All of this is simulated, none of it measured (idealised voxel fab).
process module | voxel ribs on slabs
cross-section cut | 170 nm wide | cells 5 nm
A cross-section is a grid of square cells, given in bands from the top down. A band is one or more rows of cells.
Each band's line starts with the height of the band's top and of its bottom, in nm. Then come its materials from left to right, each with its width in nm. One material with "throughout" fills the band from edge to edge. "air" is empty space.
Height 0 is the level under which the wafer as received is all one material. The lowest band goes on downwards, as in "0 down".
A width such as "30 to 40" changes by the same amount from each row of cells to the next, from the band's top row to its bottom row.
"no change" after a step means that no cell of the cross-section changed.
closed voids: empty space of 8 cells or more with no open way to the top, each as width x height at its distance from the left edge, in nm
after a step's settings: what the simulator itself notes on the step
overlay nm, on a step with a mask: how far to the right of its planned place the mask lay; to the left if negative
plan
1 op RECEIVE | material Si
2 op DIRECTIONAL_DEP | material SiO2 | thk nm 30
3 op DIRECTIONAL_DEP | material polySi | thk nm 15
4 op PATTERN | tone cover | mask id RIB | material resist | width nm 25 | thk nm 20 | overlay nm 0
5 op DIRECTIONAL_ETCH | etch materials polySi | depth nm 5
6 op STRIP | etch materials resist
7 op DIRECTIONAL_DEP | material aC | thk nm 15
8 op PATTERN | tone cover | mask id SLAB | material resist | width nm 65 | thk nm 35 | overlay nm 0
9 op DIRECTIONAL_ETCH | etch materials aC | depth nm 15
10 op STRIP | etch materials resist
11 op DIRECTIONAL_ETCH | etch materials polySi | depth nm 10
12 op STRIP | etch materials aC
13 op FILL_DEP | material SiO2 | thk nm 25
14 op CMP | height nm 60
15 op DIRECTIONAL_DEP | material W | thk nm 5
16 op DIRECTIONAL_DEP | material aC | thk nm 10
17 op PATTERN | tone cover | mask id HEATER | material resist | width nm 35 | thk nm 30 | overlay nm 0
18 op DIRECTIONAL_ETCH | etch materials aC | depth nm 10
19 op STRIP | etch materials resist
20 op DIRECTIONAL_ETCH | etch materials W | depth nm 5
21 op STRIP | etch materials aC
22 op CONFORMAL_DEP | material SiN | thk nm 5
as received, after step 1
  0 down: Si throughout
  closed voids: none
a wafer at the end: this start, this plan, one mistake
  70 to 65: air 60 | SiN 45 | air 65
  65 to 60: SiN 65 | W 35 | SiN 70
  60 to 45: SiO2 throughout
  45 to 40: SiO2 50 | polySi 20 | SiO2 25 | polySi 20 | SiO2 55
  40 to 35: SiO2 50 | polySi 65 | SiO2 55
  35 to 30: polySi throughout
  30 to 0: SiO2 throughout
  0 down: Si throughout
  closed voids: none
what went wrong: step 4 ran as: op PATTERN | tone open | mask id RIB | material resist | width nm 25 | thk nm 20 | overlay nm 0
